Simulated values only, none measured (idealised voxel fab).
The process module presented herein is designated voxel spacer lines.
Section cut is 220 nm wide and gridded with 5 nm square cells.
Reading order for cross-sections: top band down to bottom band. Underlying form: a grid of square cells. Band size: one or more rows of cells.
Band entry format. Leading values: height of top, height of bottom, nm. Remainder: materials in left-to-right order, each with its width in nm. Special words: "all across" on a single material, which then fills the band edge to edge; "blank", empty space.
We count height from 0. Below that, the starting wafer is all one material. The lowest band never ends at the bottom but goes on down; see "0 nm and below" for how that is written.
The width entry "30 to 40" should be interpreted row by row: the top row of cells in the band takes the first number, the bottom row takes the second number, and the change between adjacent rows is uniform throughout.
What does "no change occurred" mean for a step? It means no cell of the cross-section changed in that step.
Look at "Trapped void list" for the closed voids: empty spaces with no open path to the top, sized 8 cells or up. Each is width x height at distance, distance from the left edge, all nm.
On each step's line, the part that comes after the settings is the simulator's own comment on the step.
The "overlay nm" setting may appear on a step's line; for a step that uses a mask, it gives how far to the right of its planned position the mask lay, and a negative value indicates the left.
[Planned process steps]
1,RECEIVE [material Si]
2,CONFORMAL_DEP [material Al2O3] [thk nm 5]
3,DIRECTIONAL_DEP [material TiN] [thk nm 20]
4,DIRECTIONAL_DEP [material aC] [thk nm 30]
5,PATTERN [tone cover] [mask id MANDREL] [material resist] [width nm 20] [pitch nm 70] [thk nm 40] [overlay nm 0]
6,DIRECTIONAL_ETCH [etch materials aC] [depth nm 30]
7,STRIP [etch materials resist]
8,CONFORMAL_DEP [material SiN] [thk nm 15]
9,DIRECTIONAL_ETCH [etch materials SiN] [depth nm 15]
10,STRIP [etch materials aC]
11,DIRECTIONAL_ETCH [etch materials TiN] [depth nm 20]
12,STRIP [etch materials SiN]
[First wafer out of two, processed as planned]
[Cross-sectional view of the wafer in its as-received condition, corresponding to the state after step 1]
> 0 nm and below | Si all across
> Trapped void list: none
[State of the wafer after step 2, shown in cross-section]
> 5 nm to 0 nm | Al2O3 all across
> Below 0, the layers are the same as they were.
[State of the wafer after step 3, shown in cross-section]
> 25 nm to 5 nm | TiN all across
> Below 5, the layers are the same as they were.
[State of the wafer after step 4, shown in cross-section]
> 55 nm to 25 nm | aC all across
> Below 25, the layers are the same as they were.
[State of the wafer after step 5, shown in cross-section]
> 95 nm to 55 nm | 30 of blank  20 of resist  50 of blank  20 of resist  50 of blank  20 of resist  30 of blank
> Below 55, the layers are the same as they were.
[State of the wafer after step 6, shown in cross-section]
> 65 nm to 55 nm | 30 of blank  20 of resist  50 of blank  20 of resist  50 of blank  20 of resist  30 of blank
> 55 nm to 25 nm | 30 of blank  20 of aC  50 of blank  20 of aC  50 of blank  20 of aC  30 of blank
> Below 25, the layers are the same as they were.
[State of the wafer after step 7, shown in cross-section]
> 55 nm to 25 nm | 30 of blank  20 of aC  50 of blank  20 of aC  50 of blank  20 of aC  30 of blank
> Below 25, the layers are the same as they were.
[State of the wafer after step 8, shown in cross-section]
> 70 nm to 55 nm | 15 of blank  50 of SiN  20 of blank  50 of SiN  20 of blank  50 of SiN  15 of blank
> 55 nm to 40 nm | 15 of blank  15 of SiN  20 of aC  15 of SiN  20 of blank  15 of SiN  20 of aC  15 of SiN  20 of blank  15 of SiN  20 of aC  15 of SiN  15 of blank
> 40 nm to 25 nm | 30 of SiN  20 of aC  50 of SiN  20 of aC  50 of SiN  20 of aC  30 of SiN
> Below 25, the layers are the same as they were.
[State of the wafer after step 9, shown in cross-section]
> 55 nm to 25 nm | 15 of blank  15 of SiN  20 of aC  15 of SiN  20 of blank  15 of SiN  20 of aC  15 of SiN  20 of blank  15 of SiN  20 of aC  15 of SiN  15 of blank
> Below 25, the layers are the same as they were.
[State of the wafer after step 10, shown in cross-section]
> 55 nm to 25 nm | 15 of blank  15 of SiN  20 of blank  15 of SiN  20 of blank  15 of SiN  20 of blank  15 of SiN  20 of blank  15 of SiN  20 of blank  15 of SiN  15 of blank
> Below 25, the layers are the same as they were.
[State of the wafer after step 11, shown in cross-section]
> 55 nm to 25 nm | 15 of blank  15 of SiN  20 of blank  15 of SiN  20 of blank  15 of SiN  20 of blank  15 of SiN  20 of blank  15 of SiN  20 of blank  15 of SiN  15 of blank
> 25 nm to 5 nm | 15 of blank  15 of TiN  20 of blank  15 of TiN  20 of blank  15 of TiN  20 of blank  15 of TiN  20 of blank  15 of TiN  20 of blank  15 of TiN  15 of blank
> Below 5, the layers are the same as they were.
[State of the wafer after step 12, shown in cross-section]
> 25 nm to 5 nm | 15 of blank  15 of TiN  20 of blank  15 of TiN  20 of blank  15 of TiN  20 of blank  15 of TiN  20 of blank  15 of TiN  20 of blank  15 of TiN  15 of blank
> Below 5, the layers are the same as they were.
[Second wafer, same starting state and plan as the first, one mistake in the run, identical through step 7]
[Look at the second wafer in cross-section at the time step 8 ought to have finished]
> 60 nm to 55 nm | 25 of blank  30 of SiN  40 of blank  30 of SiN  40 of blank  30 of SiN  25 of blank
> 55 nm to 30 nm | 25 of blank  5 of SiN  20 of aC  5 of SiN  40 of blank  5 of SiN  20 of aC  5 of SiN  40 of blank  5 of SiN  20 of aC  5 of SiN  25 of blank
> 30 nm to 25 nm | 30 of SiN  20 of aC  50 of SiN  20 of aC  50 of SiN  20 of aC  30 of SiN
> Below 25, the layers are the same as they were.
[Look at the second wafer in cross-section at the time step 9 ought to have finished]
> 55 nm to 45 nm | 30 of blank  20 of aC  50 of blank  20 of aC  50 of blank  20 of aC  30 of blank
> 45 nm to 25 nm | 25 of blank  5 of SiN  20 of aC  5 of SiN  40 of blank  5 of SiN  20 of aC  5 of SiN  40 of blank  5 of SiN  20 of aC  5 of SiN  25 of blank
> Below 25, the layers are the same as they were.
[Look at the second wafer in cross-section at the time step 10 ought to have finished]
> 45 nm to 25 nm | 25 of blank  5 of SiN  20 of blank  5 of SiN  40 of blank  5 of SiN  20 of blank  5 of SiN  40 of blank  5 of SiN  20 of blank  5 of SiN  25 of blank
> Below 25, the layers are the same as they were.
[Look at the second wafer in cross-section at the time step 11 ought to have finished]
> 45 nm to 25 nm | 25 of blank  5 of SiN  20 of blank  5 of SiN  40 of blank  5 of SiN  20 of blank  5 of SiN  40 of blank  5 of SiN  20 of blank  5 of SiN  25 of blank
> 25 nm to 5 nm | 25 of blank  5 of TiN  20 of blank  5 of TiN  40 of blank  5 of TiN  20 of blank  5 of TiN  40 of blank  5 of TiN  20 of blank  5 of TiN  25 of blank
> Below 5, the layers are the same as they were.
[Look at the second wafer in cross-section at the time step 12 ought to have finished]
> 25 nm to 5 nm | 25 of blank  5 of TiN  20 of blank  5 of TiN  40 of blank  5 of TiN  20 of blank  5 of TiN  40 of blank  5 of TiN  20 of blank  5 of TiN  25 of blank
> Below 5, the layers are the same as they were.
Which mistake was made when the wafer was run? step 8 did not happen as planned, as run it was CONFORMAL_DEP [material SiN] [thk nm 5]
Final comparison by cell count, materials where the second wafer has more or fewer than the first: TiN: 48 fewer
